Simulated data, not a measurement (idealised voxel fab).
voxel transistor to metal: a process module
200 nm wide, 5 nm square cells: that's cross-section cut.
If you're reading a cross-section in this doc, picture square cells in a grid; it comes to you as bands, top ones listed first down to the bottom, and a band can be one or more rows of cells.
Each band's line starts with the height of the band's top and of its bottom, in nm. Then come its materials from left to right, each with its width in nm. One material with "throughout" fills the band from edge to edge. "blank" is empty space.
The level at which height equals 0 is the one under which the wafer, as it arrives, is entirely one material. No lower edge exists for the bottom band, which continues downward and is notated as in "0 nm and below".
Width: "30->40" (first number = top row, second number = bottom row, same change from row to row of cells).
Where the words "everything unchanged" appear for a step, the cross-section shows no cell changed by that step; every cell remained as before.
"Enclosed voids": sealed empty spaces, 8 cells or more, no open way to top, listed width x height at distance, with distance from the left edge and width, height and distance in nm.
Anything after a step's settings on that line? It's the simulator's own note about the step.
"overlay nm" answers the question of how far to the right of plan the mask lay on a step that has a mask, and when it is negative the answer is to the left.
Heads up before you read on: it's before/after pairs around one process step each, after side only down to the lowest band that changed, step plus settings under the pair. Pairs can be from different runs of this module, same starting wafer, so only chain a pair onto the one above if its "Geometry before processing" entry says so.

Geometry before processing
  30 nm to 20 nm  90 of blank | 20 of SiCN | 90 of blank
  20 nm to 5 nm  90 of blank | 20 of polySi | 90 of blank
  5 nm to 0 nm  40 of SiO2 | 50 of blank | 20 of polySi | 50 of blank | 40 of SiO2
  0 nm to -5 nm  40 of SiO2 | 50 of blank | 20 of SiO2 | 50 of blank | 40 of SiO2
  -5 nm to -25 nm  45 of SiO2 | 110 of Si | 45 of SiO2
  -25 nm and below  Si throughout
  Enclosed voids: none

Resulting Cross-Section
  35 nm to 30 nm  85 of blank | 30 of SiN | 85 of blank
  30 nm to 20 nm  85 of blank | 5 of SiN | 20 of SiCN | 5 of SiN | 85 of blank
  20 nm to 10 nm  85 of blank | 5 of SiN | 20 of polySi | 5 of SiN | 85 of blank
  10 nm to 5 nm  45 of SiN | 40 of blank | 5 of SiN | 20 of polySi | 5 of SiN | 40 of blank | 45 of SiN
  5 nm to 0 nm  40 of SiO2 | 5 of SiN | 40 of blank | 5 of SiN | 20 of polySi | 5 of SiN | 40 of blank | 5 of SiN | 40 of SiO2
  0 nm to -5 nm  40 of SiO2 | 50 of SiN | 20 of SiO2 | 50 of SiN | 40 of SiO2
  Below -5, the layers are the same as they were.
  Enclosed voids: none
What sits between those two cross-sections? CONFORMAL_DEP, material SiN, thk nm 5

Geometry before processing: as shown after the step in the preceding pair, directly above.

Resulting Cross-Section
  30 nm to 20 nm  85 of blank | 5 of SiN | 20 of SiCN | 5 of SiN | 85 of blank
  20 nm to 5 nm  85 of blank | 5 of SiN | 20 of polySi | 5 of SiN | 85 of blank
  5 nm to 0 nm  40 of SiO2 | 5 of SiN | 40 of blank | 5 of SiN | 20 of polySi | 5 of SiN | 40 of blank | 5 of SiN | 40 of SiO2
  0 nm to -5 nm  40 of SiO2 | 5 of SiN | 40 of blank | 5 of SiN | 20 of SiO2 | 5 of SiN | 40 of blank | 5 of SiN | 40 of SiO2
  Below -5, the layers are the same as they were.
  Enclosed voids: none
What sits between those two cross-sections? DIRECTIONAL_ETCH, etch materials SiN, depth nm 5

Geometry before processing: as shown after the step in the preceding pair, directly above.

Resulting Cross-Section
  30 nm to 20 nm  85 of blank | 5 of SiN | 20 of SiCN | 5 of SiN | 85 of blank
  20 nm to 5 nm  85 of blank | 5 of SiN | 20 of polySi | 5 of SiN | 85 of blank
  5 nm to 0 nm  40 of blank | 5 of SiN | 40 of blank | 5 of SiN | 20 of polySi | 5 of SiN | 40 of blank | 5 of SiN | 40 of blank
  Below 0, the layers are the same as they were.
  Enclosed voids: none
What sits between those two cross-sections? DIRECTIONAL_ETCH, etch materials SiO2, depth nm 5

Geometry before processing: as shown after the step in the preceding pair, directly above.

Resulting Cross-Section
  30 nm to 20 nm  85 of blank | 5 of SiN | 20 of SiCN | 5 of SiN | 85 of blank
  20 nm to 5 nm  85 of blank | 5 of SiN | 20 of polySi | 5 of SiN | 85 of blank
  5 nm to 0 nm  40 of blank | 5 of SiN | 40 of blank | 5 of SiN | 20 of polySi | 5 of SiN | 40 of blank | 5 of SiN | 40 of blank
  0 nm to -5 nm  40 of SiO2 | 5 of SiN | 40 of blank | 5 of SiN | 20 of SiO2 | 5 of SiN | 40 of blank | 5 of SiN | 40 of SiO2
  -5 nm to -10 nm  45 of SiO2 | 40 of blank | 30 of Si | 40 of blank | 45 of SiO2
  Below -10, the layers are the same as they were.
  Enclosed voids: none
What sits between those two cross-sections? DIRECTIONAL_ETCH, etch materials Si, depth nm 5

Geometry before processing: as shown after the step in the preceding pair, directly above.

Resulting Cross-Section
  30 nm to 20 nm  85 of blank | 5 of SiN | 20 of SiCN | 5 of SiN | 85 of blank
  20 nm to 5 nm  85 of blank | 5 of SiN | 20 of polySi | 5 of SiN | 85 of blank
  5 nm to 0 nm  40 of blank | 5 of SiN | 40 of blank | 5 of SiN | 20 of polySi | 5 of SiN | 40 of blank | 5 of SiN | 40 of blank
  0 nm to -5 nm  40 of SiO2 | 5 of SiN | 35 of blank | 5 of pSi | 5 of SiN | 20 of SiO2 | 5 of SiN | 5 of pSi | 35 of blank | 5 of SiN | 40 of SiO2
  -5 nm to -10 nm  45 of SiO2 | 40 of pSi | 30 of Si | 40 of pSi | 45 of SiO2
  Below -10, the layers are the same as they were.
  Enclosed voids: none
What sits between those two cross-sections? EPI, material pSi, thk nm 5

Geometry before processing: as shown after the step in the preceding pair, directly above.

Resulting Cross-Section
  35 nm to 30 nm  SiO2 throughout
  30 nm to 20 nm  85 of SiO2 | 5 of SiN | 20 of SiCN | 5 of SiN | 85 of SiO2
  20 nm to 5 nm  85 of SiO2 | 5 of SiN | 20 of polySi | 5 of SiN | 85 of SiO2
  5 nm to 0 nm  40 of SiO2 | 5 of SiN | 40 of SiO2 | 5 of SiN | 20 of polySi | 5 of SiN | 40 of SiO2 | 5 of SiN | 40 of SiO2
  0 nm to -5 nm  40 of SiO2 | 5 of SiN | 35 of SiO2 | 5 of pSi | 5 of SiN | 20 of SiO2 | 5 of SiN | 5 of pSi | 35 of SiO2 | 5 of SiN | 40 of SiO2
  Below -5, the layers are the same as they were.
  Enclosed voids: none
What sits between those two cross-sections? FILL_DEP, material SiO2, thk nm 5

Geometry before processing: as shown after the step in the preceding pair, directly above.

Resulting Cross-Section
  30 nm to 20 nm  85 of SiO2 | 5 of SiN | 20 of SiCN | 5 of SiN | 85 of SiO2
  Below 20, the layers are the same as they were.
  Enclosed voids: none
What sits between those two cross-sections? CMP, height nm 30

Geometry before processing: as shown after the step in the preceding pair, directly above.

Resulting Cross-Section
  45 nm to 30 nm  SiO2 throughout
  Below 30, the layers are the same as they were.
  Enclosed voids: none
What sits between those two cross-sections? DIRECTIONAL_DEP, material SiO2, thk nm 15

Geometry before processing: as shown after the step in the preceding pair, directly above.

Resulting Cross-Section
  65 nm to 45 nm  50 of resist | 20 of blank | 60 of resist | 20 of blank | 50 of resist
  Below 45, the layers are the same as they were.
  Enclosed voids: none
What sits between those two cross-sections? PATTERN, tone open, mask id CONTACT, material resist, width nm 20, pitch nm 80, thk nm 20, overlay nm 0

Geometry before processing: as shown after the step in the preceding pair, directly above.

Resulting Cross-Section
  65 nm to 45 nm  50 of resist | 20 of blank | 60 of resist | 20 of blank | 50 of resist
  45 nm to 30 nm  50 of SiO2 | 20 of blank | 60 of SiO2 | 20 of blank | 50 of SiO2
  30 nm to 20 nm  50 of SiO2 | 20 of blank | 15 of SiO2 | 5 of SiN | 20 of SiCN | 5 of SiN | 15 of SiO2 | 20 of blank | 50 of SiO2
  20 nm to 5 nm  50 of SiO2 | 20 of blank | 15 of SiO2 | 5 of SiN | 20 of polySi | 5 of SiN | 15 of SiO2 | 20 of blank | 50 of SiO2
  5 nm to 0 nm  40 of SiO2 | 5 of SiN | 5 of SiO2 | 20 of blank | 15 of SiO2 | 5 of SiN | 20 of polySi | 5 of SiN | 15 of SiO2 | 20 of blank | 5 of SiO2 | 5 of SiN | 40 of SiO2
  0 nm to -5 nm  40 of SiO2 | 5 of SiN | 5 of SiO2 | 20 of blank | 10 of SiO2 | 5 of pSi | 5 of SiN | 20 of SiO2 | 5 of SiN | 5 of pSi | 10 of SiO2 | 20 of blank | 5 of SiO2 | 5 of SiN | 40 of SiO2
  Below -5, the layers are the same as they were.
  Enclosed voids: none
What sits between those two cross-sections? DIRECTIONAL_ETCH, etch materials SiO2, depth nm 50

Geometry before processing: as shown after the step in the preceding pair, directly above.

Resulting Cross-Section
  45 nm to 30 nm  50 of SiO2 | 20 of blank | 60 of SiO2 | 20 of blank | 50 of SiO2
  Below 30, the layers are the same as they were.
  Enclosed voids: none
What sits between those two cross-sections? STRIP, etch materials resist

Geometry before processing: as shown after the step in the preceding pair, directly above.

Resulting Cross-Section
  50 nm to 45 nm  55 of TiN | 10 of blank | 70 of TiN | 10 of blank | 55 of TiN
  45 nm to 30 nm  50 of SiO2 | 5 of TiN | 10 of blank | 5 of TiN | 60 of SiO2 | 5 of TiN | 10 of blank | 5 of TiN | 50 of SiO2
  30 nm to 20 nm  50 of SiO2 | 5 of TiN | 10 of blank | 5 of TiN | 15 of SiO2 | 5 of SiN | 20 of SiCN | 5 of SiN | 15 of SiO2 | 5 of TiN | 10 of blank | 5 of TiN | 50 of SiO2
  20 nm to 5 nm  50 of SiO2 | 5 of TiN | 10 of blank | 5 of TiN | 15 of SiO2 | 5 of SiN | 20 of polySi | 5 of SiN | 15 of SiO2 | 5 of TiN | 10 of blank | 5 of TiN | 50 of SiO2
  5 nm to 0 nm  40 of SiO2 | 5 of SiN | 5 of SiO2 | 5 of TiN | 10 of blank | 5 of TiN | 15 of SiO2 | 5 of SiN | 20 of polySi | 5 of SiN | 15 of SiO2 | 5 of TiN | 10 of blank | 5 of TiN | 5 of SiO2 | 5 of SiN | 40 of SiO2
  0 nm to -5 nm  40 of SiO2 | 5 of SiN | 5 of SiO2 | 20 of TiN | 10 of SiO2 | 5 of pSi | 5 of SiN | 20 of SiO2 | 5 of SiN | 5 of pSi | 10 of SiO2 | 20 of TiN | 5 of SiO2 | 5 of SiN | 40 of SiO2
  Below -5, the layers are the same as they were.
  Enclosed voids: none
What sits between those two cross-sections? CONFORMAL_DEP, material TiN, thk nm 5

Geometry before processing: as shown after the step in the preceding pair, directly above.

Resulting Cross-Section
  60 nm to 50 nm  W throughout
  50 nm to 45 nm  55 of TiN | 10 of W | 70 of TiN | 10 of W | 55 of TiN
  45 nm to 30 nm  50 of SiO2 | 5 of TiN | 10 of W | 5 of TiN | 60 of SiO2 | 5 of TiN | 10 of W | 5 of TiN | 50 of SiO2
  30 nm to 20 nm  50 of SiO2 | 5 of TiN | 10 of W | 5 of TiN | 15 of SiO2 | 5 of SiN | 20 of SiCN | 5 of SiN | 15 of SiO2 | 5 of TiN | 10 of W | 5 of TiN | 50 of SiO2
  20 nm to 5 nm  50 of SiO2 | 5 of TiN | 10 of W | 5 of TiN | 15 of SiO2 | 5 of SiN | 20 of polySi | 5 of SiN | 15 of SiO2 | 5 of TiN | 10 of W | 5 of TiN | 50 of SiO2
  5 nm to 0 nm  40 of SiO2 | 5 of SiN | 5 of SiO2 | 5 of TiN | 10 of W | 5 of TiN | 15 of SiO2 | 5 of SiN | 20 of polySi | 5 of SiN | 15 of SiO2 | 5 of TiN | 10 of W | 5 of TiN | 5 of SiO2 | 5 of SiN | 40 of SiO2
  Below 0, the layers are the same as they were.
  Enclosed voids: none
What sits between those two cross-sections? FILL_DEP, material W, thk nm 10

Geometry before processing: as shown after the step in the preceding pair, directly above.

Resulting Cross-Section
  45 nm to 30 nm  50 of SiO2 | 5 of TiN | 10 of W | 5 of TiN | 60 of SiO2 | 5 of TiN | 10 of W | 5 of TiN | 50 of SiO2
  Below 30, the layers are the same as they were.
  Enclosed voids: none
What sits between those two cross-sections? CMP, height nm 45

Geometry before processing: as shown after the step in the preceding pair, directly above.

Resulting Cross-Section
  50 nm to 45 nm  TiN throughout
  Below 45, the layers are the same as they were.
  Enclosed voids: none
What sits between those two cross-sections? DIRECTIONAL_DEP, material TiN, thk nm 5

Geometry before processing: as shown after the step in the preceding pair, directly above.

Resulting Cross-Section
  65 nm to 50 nm  Ru throughout
  Below 50, the layers are the same as they were.
  Enclosed voids: none
What sits between those two cross-sections? DIRECTIONAL_DEP, material Ru, thk nm 15

Geometry before processing: as shown after the step in the preceding pair, directly above.

Resulting Cross-Section
  65 nm to 50 nm  50 of blank | 20 of Ru | 60 of blank | 20 of Ru | 50 of blank
  Below 50, the layers are the same as they were.
  Enclosed voids: none
What sits between those two cross-sections? MASKED_ETCH, tone cover, mask id METAL_1, width nm 20, pitch nm 80, etch materials Ru, depth nm 15, overlay nm 0

Geometry before processing: as shown after the step in the preceding pair, directly above.

Resulting Cross-Section
  65 nm to 50 nm  50 of blank | 20 of Ru | 60 of blank | 20 of Ru | 50 of blank
  50 nm to 45 nm  50 of blank | 20 of TiN | 60 of blank | 20 of TiN | 50 of blank
  Below 45, the layers are the same as they were.
  Enclosed voids: none
What sits between those two cross-sections? MASKED_ETCH, tone cover, mask id METAL_1, width nm 20, pitch nm 80, etch materials TiN, depth nm 5, overlay nm 0

Geometry before processing: as shown after the step in the preceding pair, directly above.

Resulting Cross-Section
  75 nm to 65 nm  lowk throughout
  65 nm to 50 nm  50 of lowk | 20 of Ru | 60 of lowk | 20 of Ru | 50 of lowk
  50 nm to 45 nm  50 of lowk | 20 of TiN | 60 of lowk | 20 of TiN | 50 of lowk
  Below 45, the layers are the same as they were.
  Enclosed voids: none
What sits between those two cross-sections? FILL_DEP, material lowk, thk nm 10

Geometry before processing: as shown after the step in the preceding pair, directly above.

Resulting Cross-Section
  65 nm to 50 nm  50 of lowk | 20 of Ru | 60 of lowk | 20 of Ru | 50 of lowk
  Below 50, the layers are the same as they were.
  Enclosed voids: none
What sits between those two cross-sections? CMP, height nm 65

Geometry before processing: as shown after the step in the preceding pair, directly above.

Resulting Cross-Section
  70 nm to 65 nm  SiCN throughout
  Below 65, the layers are the same as they were.
  Enclosed voids: none
What sits between those two cross-sections? CONFORMAL_DEP, material SiCN, thk nm 5

Geometry before processing: as shown after the step in the preceding pair, directly above.

Resulting Cross-Section
  105 nm to 70 nm  lowk throughout
  Below 70, the layers are the same as they were.
  Enclosed voids: none
What sits between those two cross-sections? DIRECTIONAL_DEP, material lowk, thk nm 35

Geometry before processing: as shown after the step in the preceding pair, directly above.

Resulting Cross-Section
  125 nm to 105 nm  50 of resist | 15 of blank | 65 of resist | 15 of blank | 55 of resist
  Below 105, the layers are the same as they were.
  Enclosed voids: none
What sits between those two cross-sections? PATTERN, tone open, mask id METAL_2_HOLES, material resist, width nm 15, pitch nm 80, thk nm 20, overlay nm 0

Geometry before processing: as shown after the step in the preceding pair, directly above.

Resulting Cross-Section
  125 nm to 105 nm  50 of resist | 15 of blank | 65 of resist | 15 of blank | 55 of resist
  105 nm to 70 nm  50 of lowk | 15 of blank | 65 of lowk | 15 of blank | 55 of lowk
  Below 70, the layers are the same as they were.
  Enclosed voids: none
What sits between those two cross-sections? DIRECTIONAL_ETCH, etch materials lowk, depth nm 35

Geometry before processing: as shown after the step in the preceding pair, directly above.

Resulting Cross-Section
  105 nm to 70 nm  50 of lowk | 15 of blank | 65 of lowk | 15 of blank | 55 of lowk
  Below 70, the layers are the same as they were.
  Enclosed voids: none
What sits between those two cross-sections? STRIP, etch materials resist

Geometry before processing: as shown after the step in the preceding pair, directly above.

Resulting Cross-Section
  125 nm to 105 nm  50 of resist | 20 of blank | 60 of resist | 20 of blank | 50 of resist
  Below 105, the layers are the same as they were.
  Enclosed voids: none
What sits between those two cross-sections? PATTERN, tone open, mask id METAL_2, material resist, width nm 20, pitch nm 80, thk nm 20, overlay nm 0

Geometry before processing: as shown after the step in the preceding pair, directly above.

Resulting Cross-Section
  125 nm to 105 nm  50 of resist | 20 of blank | 60 of resist | 20 of blank | 50 of resist
  105 nm to 85 nm  50 of lowk | 20 of blank | 60 of lowk | 20 of blank | 50 of lowk
  Below 85, the layers are the same as they were.
  Enclosed voids: none
What sits between those two cross-sections? DIRECTIONAL_ETCH, etch materials lowk, depth nm 20

Geometry before processing: as shown after the step in the preceding pair, directly above.

Resulting Cross-Section
  125 nm to 105 nm  50 of resist | 20 of blank | 60 of resist | 20 of blank | 50 of resist
  105 nm to 85 nm  50 of lowk | 20 of blank | 60 of lowk | 20 of blank | 50 of lowk
  85 nm to 70 nm  50 of lowk | 15 of blank | 65 of lowk | 15 of blank | 55 of lowk
  70 nm to 65 nm  50 of SiCN | 15 of blank | 65 of SiCN | 15 of blank | 55 of SiCN
  Below 65, the layers are the same as they were.
  Enclosed voids: none
What sits between those two cross-sections? DIRECTIONAL_ETCH, etch materials SiCN, depth nm 5

Geometry before processing: as shown after the step in the preceding pair, directly above.

Resulting Cross-Section
  105 nm to 85 nm  50 of lowk | 20 of blank | 60 of lowk | 20 of blank | 50 of lowk
  Below 85, the layers are the same as they were.
  Enclosed voids: none
What sits between those two cross-sections? STRIP, etch materials resist

Geometry before processing: as shown after the step in the preceding pair, directly above.

Resulting Cross-Section
  110 nm to 105 nm  55 of TiN | 10 of blank | 70 of TiN | 10 of blank | 55 of TiN
  105 nm to 90 nm  50 of lowk | 5 of TiN | 10 of blank | 5 of TiN | 60 of lowk | 5 of TiN | 10 of blank | 5 of TiN | 50 of lowk
  90 nm to 85 nm  50 of lowk | 5 of TiN | 5 of blank | 10 of TiN | 60 of lowk | 5 of TiN | 5 of blank | 10 of TiN | 50 of lowk
  85 nm to 70 nm  50 of lowk | 5 of TiN | 5 of blank | 5 of TiN | 65 of lowk | 5 of TiN | 5 of blank | 5 of TiN | 55 of lowk
  70 nm to 65 nm  50 of SiCN | 15 of TiN | 65 of SiCN | 15 of TiN | 55 of SiCN
  Below 65, the layers are the same as they were.
  Enclosed voids: none
What sits between those two cross-sections? CONFORMAL_DEP, material TiN, thk nm 5

Geometry before processing: as shown after the step in the preceding pair, directly above.

Resulting Cross-Section
  120 nm to 110 nm  Ru throughout
  110 nm to 105 nm  55 of TiN | 10 of Ru | 70 of TiN | 10 of Ru | 55 of TiN
  105 nm to 90 nm  50 of lowk | 5 of TiN | 10 of Ru | 5 of TiN | 60 of lowk | 5 of TiN | 10 of Ru | 5 of TiN | 50 of lowk
  90 nm to 85 nm  50 of lowk | 5 of TiN | 5 of Ru | 10 of TiN | 60 of lowk | 5 of TiN | 5 of Ru | 10 of TiN | 50 of lowk
  85 nm to 70 nm  50 of lowk | 5 of TiN | 5 of Ru | 5 of TiN | 65 of lowk | 5 of TiN | 5 of Ru | 5 of TiN | 55 of lowk
  Below 70, the layers are the same as they were.
  Enclosed voids: none
What sits between those two cross-sections? FILL_DEP, material Ru, thk nm 10

Geometry before processing: as shown after the step in the preceding pair, directly above.

Resulting Cross-Section
  105 nm to 90 nm  50 of lowk | 5 of TiN | 10 of Ru | 5 of TiN | 60 of lowk | 5 of TiN | 10 of Ru | 5 of TiN | 50 of lowk
  Below 90, the layers are the same as they were.
  Enclosed voids: none
What sits between those two cross-sections? CMP, height nm 105

Geometry before processing: as shown after the step in the preceding pair, directly above.

Resulting Cross-Section
  110 nm to 105 nm  SiCN throughout
  Below 105, the layers are the same as they were.
  Enclosed voids: none
What sits between those two cross-sections? CONFORMAL_DEP, material SiCN, thk nm 5

Geometry before processing
  30 nm to 20 nm  45 of blank | 110 of aC | 45 of blank
  20 nm to 5 nm  45 of blank | 110 of SiN | 45 of blank
  5 nm to 0 nm  45 of blank | 110 of SiO2 | 45 of blank
  0 nm to -25 nm  45 of blank | 110 of Si | 45 of blank
  -25 nm and below  Si throughout
  Enclosed voids: none

Resulting Cross-Section
  30 nm to 20 nm  45 of blank | 110 of aC | 45 of blank
  20 nm to 5 nm  45 of blank | 110 of SiN | 45 of blank
  5 nm to 0 nm  45 of blank | 110 of SiO2 | 45 of blank
  0 nm to -50 nm  45 of blank | 110 of Si | 45 of blank
  Below -50, the layers are the same as they were.
  Enclosed voids: none
What sits between those two cross-sections? DIRECTIONAL_ETCH, etch materials Si, depth nm 25

Geometry before processing: as shown after the step in the preceding pair, directly above.

Resulting Cross-Section
  20 nm to 5 nm  45 of blank | 110 of SiN | 45 of blank
  Below 5, the layers are the same as they were.
  Enclosed voids: none
What sits between those two cross-sections? STRIP, etch materials aC

Geometry before processing: as shown after the step in the preceding pair, directly above.

Resulting Cross-Section
  30 nm to 20 nm  SiO2 throughout
  20 nm to 5 nm  45 of SiO2 | 110 of SiN | 45 of SiO2
  5 nm to 0 nm  SiO2 throughout
  0 nm to -50 nm  45 of SiO2 | 110 of Si | 45 of SiO2
  Below -50, the layers are the same as they were.
  Enclosed voids: none
What sits between those two cross-sections? FILL_DEP, material SiO2, thk nm 10

Geometry before processing: as shown after the step in the preceding pair, directly above.

Resulting Cross-Section
  20 nm to 5 nm  45 of SiO2 | 110 of SiN | 45 of SiO2
  Below 5, the layers are the same as they were.
  Enclosed voids: none
What sits between those two cross-sections? CMP, height nm 20

Geometry before processing: as shown after the step in the preceding pair, directly above.

Resulting Cross-Section
  20 nm to 15 nm  45 of blank | 110 of SiN | 45 of blank
  Below 15, the layers are the same as they were.
  Enclosed voids: none
What sits between those two cross-sections? SELECTIVE_ETCH, etch materials SiO2, depth nm 5

Geometry before processing: as shown after the step in the preceding pair, directly above.

Resulting Cross-Section
  15 nm to 5 nm  45 of SiO2 | 110 of blank | 45 of SiO2
  Below 5, the layers are the same as they were.
  Enclosed voids: none
What sits between those two cross-sections? STRIP, etch materials SiN

Geometry before processing: as shown after the step in the preceding pair, directly above.

Resulting Cross-Section
  10 nm to 0 nm  40 of SiO2 | 120 of blank | 40 of SiO2
  Below 0, the layers are the same as they were.
  Enclosed voids: none
What sits between those two cross-sections? SELECTIVE_ETCH, etch materials SiO2, depth nm 5

Geometry before processing: as shown after the step in the preceding pair, directly above.

Resulting Cross-Section
  10 nm to 0 nm  40 of SiO2 | 120 of blank | 40 of SiO2
  0 nm to -5 nm  SiO2 throughout
  Below -5, the layers are the same as they were.
  Enclosed voids: none
What sits between those two cross-sections? OXIDIZE, depth nm 5

Geometry before processing: as shown after the step in the preceding pair, directly above.

Resulting Cross-Section
  30 nm to 20 nm  40 of polySi | 120 of blank | 40 of polySi
  20 nm to 10 nm  polySi throughout
  10 nm to 0 nm  40 of SiO2 | 120 of polySi | 40 of SiO2
  Below 0, the layers are the same as they were.
  Enclosed voids: none
What sits between those two cross-sections? DIRECTIONAL_DEP, material polySi, thk nm 20

Geometry before processing: as shown after the step in the preceding pair, directly above.

Resulting Cross-Section
  40 nm to 30 nm  40 of SiCN | 120 of blank | 40 of SiCN
  30 nm to 20 nm  40 of polySi | 120 of SiCN | 40 of polySi
  Below 20, the layers are the same as they were.
  Enclosed voids: none
What sits between those two cross-sections? DIRECTIONAL_DEP, material SiCN, thk nm 10

Geometry before processing: as shown after the step in the preceding pair, directly above.

Resulting Cross-Section
  30 nm to 20 nm  40 of polySi | 50 of blank | 20 of SiCN | 50 of blank | 40 of polySi
  Below 20, the layers are the same as they were.
  Enclosed voids: none
What sits between those two cross-sections? MASKED_ETCH, tone cover, mask id GATE, width nm 20, etch materials SiCN, depth nm 20, overlay nm 0

Geometry before processing: as shown after the step in the preceding pair, directly above.

Resulting Cross-Section
  30 nm to 20 nm  90 of blank | 20 of SiCN | 90 of blank
  20 nm to 10 nm  90 of blank | 20 of polySi | 90 of blank
  10 nm to 0 nm  40 of SiO2 | 50 of blank | 20 of polySi | 50 of blank | 40 of SiO2
  Below 0, the layers are the same as they were.
  Enclosed voids: none
What sits between those two cross-sections? MASKED_ETCH, tone cover, mask id GATE, width nm 20, etch materials polySi, depth nm 30, overlay nm 0

Geometry before processing: as shown after the step in the preceding pair, directly above.

Resulting Cross-Section
  35 nm to 30 nm  85 of blank | 30 of SiO2 | 85 of blank
  30 nm to 20 nm  85 of blank | 5 of SiO2 | 20 of SiCN | 5 of SiO2 | 85 of blank
  20 nm to 15 nm  85 of blank | 5 of SiO2 | 20 of polySi | 5 of SiO2 | 85 of blank
  15 nm to 5 nm  45 of SiO2 | 40 of blank | 5 of SiO2 | 20 of polySi | 5 of SiO2 | 40 of blank | 45 of SiO2
  5 nm to 0 nm  90 of SiO2 | 20 of polySi | 90 of SiO2
  Below 0, the layers are the same as they were.
  Enclosed voids: none
What sits between those two cross-sections? CONFORMAL_DEP, material SiO2, thk nm 5

Geometry before processing: as shown after the step in the preceding pair, directly above.

Resulting Cross-Section
  30 nm to 20 nm  85 of blank | 5 of SiO2 | 20 of SiCN | 5 of SiO2 | 85 of blank
  20 nm to 10 nm  85 of blank | 5 of SiO2 | 20 of polySi | 5 of SiO2 | 85 of blank
  10 nm to 0 nm  45 of SiO2 | 40 of blank | 5 of SiO2 | 20 of polySi | 5 of SiO2 | 40 of blank | 45 of SiO2
  Below 0, the layers are the same as they were.
  Enclosed voids: none
What sits between those two cross-sections? DIRECTIONAL_ETCH, etch materials SiO2, depth nm 5

Geometry before processing: as shown after the step in the preceding pair, directly above.

Resulting Cross-Section
  35 nm to 30 nm  80 of blank | 40 of SiN | 80 of blank
  30 nm to 20 nm  80 of blank | 5 of SiN | 5 of SiO2 | 20 of SiCN | 5 of SiO2 | 5 of SiN | 80 of blank
  20 nm to 15 nm  80 of blank | 5 of SiN | 5 of SiO2 | 20 of polySi | 5 of SiO2 | 5 of SiN | 80 of blank
  15 nm to 10 nm  50 of SiN | 30 of blank | 5 of SiN | 5 of SiO2 | 20 of polySi | 5 of SiO2 | 5 of SiN | 30 of blank | 50 of SiN
  10 nm to 5 nm  45 of SiO2 | 5 of SiN | 30 of blank | 5 of SiN | 5 of SiO2 | 20 of polySi | 5 of SiO2 | 5 of SiN | 30 of blank | 5 of SiN | 45 of SiO2
  5 nm to 0 nm  45 of SiO2 | 40 of SiN | 5 of SiO2 | 20 of polySi | 5 of SiO2 | 40 of SiN | 45 of SiO2
  Below 0, the layers are the same as they were.
  Enclosed voids: none
What sits between those two cross-sections? CONFORMAL_DEP, material SiN, thk nm 5

Geometry before processing: as shown after the step in the preceding pair, directly above.

Resulting Cross-Section
  30 nm to 20 nm  80 of blank | 5 of SiN | 5 of SiO2 | 20 of SiCN | 5 of SiO2 | 5 of SiN | 80 of blank
  20 nm to 10 nm  80 of blank | 5 of SiN | 5 of SiO2 | 20 of polySi | 5 of SiO2 | 5 of SiN | 80 of blank
  10 nm to 0 nm  45 of SiO2 | 5 of SiN | 30 of blank | 5 of SiN | 5 of SiO2 | 20 of polySi | 5 of SiO2 | 5 of SiN | 30 of blank | 5 of SiN | 45 of SiO2
  Below 0, the layers are the same as they were.
  Enclosed voids: none
What sits between those two cross-sections? DIRECTIONAL_ETCH, etch materials SiN, depth nm 5

Geometry before processing: as shown after the step in the preceding pair, directly above.

Resulting Cross-Section
  30 nm to 25 nm  80 of blank | 5 of SiN | 5 of blank | 20 of SiCN | 5 of blank | 5 of SiN | 80 of blank
  25 nm to 20 nm  80 of blank | 5 of SiN | 5 of SiO2 | 20 of SiCN | 5 of SiO2 | 5 of SiN | 80 of blank
  20 nm to 10 nm  80 of blank | 5 of SiN | 5 of SiO2 | 20 of polySi | 5 of SiO2 | 5 of SiN | 80 of blank
  10 nm to 5 nm  45 of blank | 5 of SiN | 30 of blank | 5 of SiN | 5 of SiO2 | 20 of polySi | 5 of SiO2 | 5 of SiN | 30 of blank | 5 of SiN | 45 of blank
  5 nm to 0 nm  45 of SiO2 | 5 of SiN | 30 of blank | 5 of SiN | 5 of SiO2 | 20 of polySi | 5 of SiO2 | 5 of SiN | 30 of blank | 5 of SiN | 45 of SiO2
  0 nm to -5 nm  50 of SiO2 | 30 of blank | 40 of SiO2 | 30 of blank | 50 of SiO2
  Below -5, the layers are the same as they were.
  Enclosed voids: none
What sits between those two cross-sections? DIRECTIONAL_ETCH, etch materials SiO2, depth nm 5

Geometry before processing: as shown after the step in the preceding pair, directly above.

Resulting Cross-Section
  30 nm to 25 nm  80 of blank | 5 of SiN | 5 of blank | 20 of SiCN | 5 of blank | 5 of SiN | 80 of blank
  25 nm to 20 nm  80 of blank | 5 of SiN | 5 of SiO2 | 20 of SiCN | 5 of SiO2 | 5 of SiN | 80 of blank
  20 nm to 10 nm  80 of blank | 5 of SiN | 5 of SiO2 | 20 of polySi | 5 of SiO2 | 5 of SiN | 80 of blank
  10 nm to 5 nm  45 of blank | 5 of SiN | 30 of blank | 5 of SiN | 5 of SiO2 | 20 of polySi | 5 of SiO2 | 5 of SiN | 30 of blank | 5 of SiN | 45 of blank
  5 nm to 0 nm  45 of SiO2 | 5 of SiN | 30 of blank | 5 of SiN | 5 of SiO2 | 20 of polySi | 5 of SiO2 | 5 of SiN | 30 of blank | 5 of SiN | 45 of SiO2
  0 nm to -5 nm  50 of SiO2 | 30 of blank | 40 of SiO2 | 30 of blank | 50 of SiO2
  -5 nm to -10 nm  45 of SiO2 | 5 of Si | 30 of blank | 40 of Si | 30 of blank | 5 of Si | 45 of SiO2
  Below -10, the layers are the same as they were.
  Enclosed voids: none
What sits between those two cross-sections? DIRECTIONAL_ETCH, etch materials Si, depth nm 5
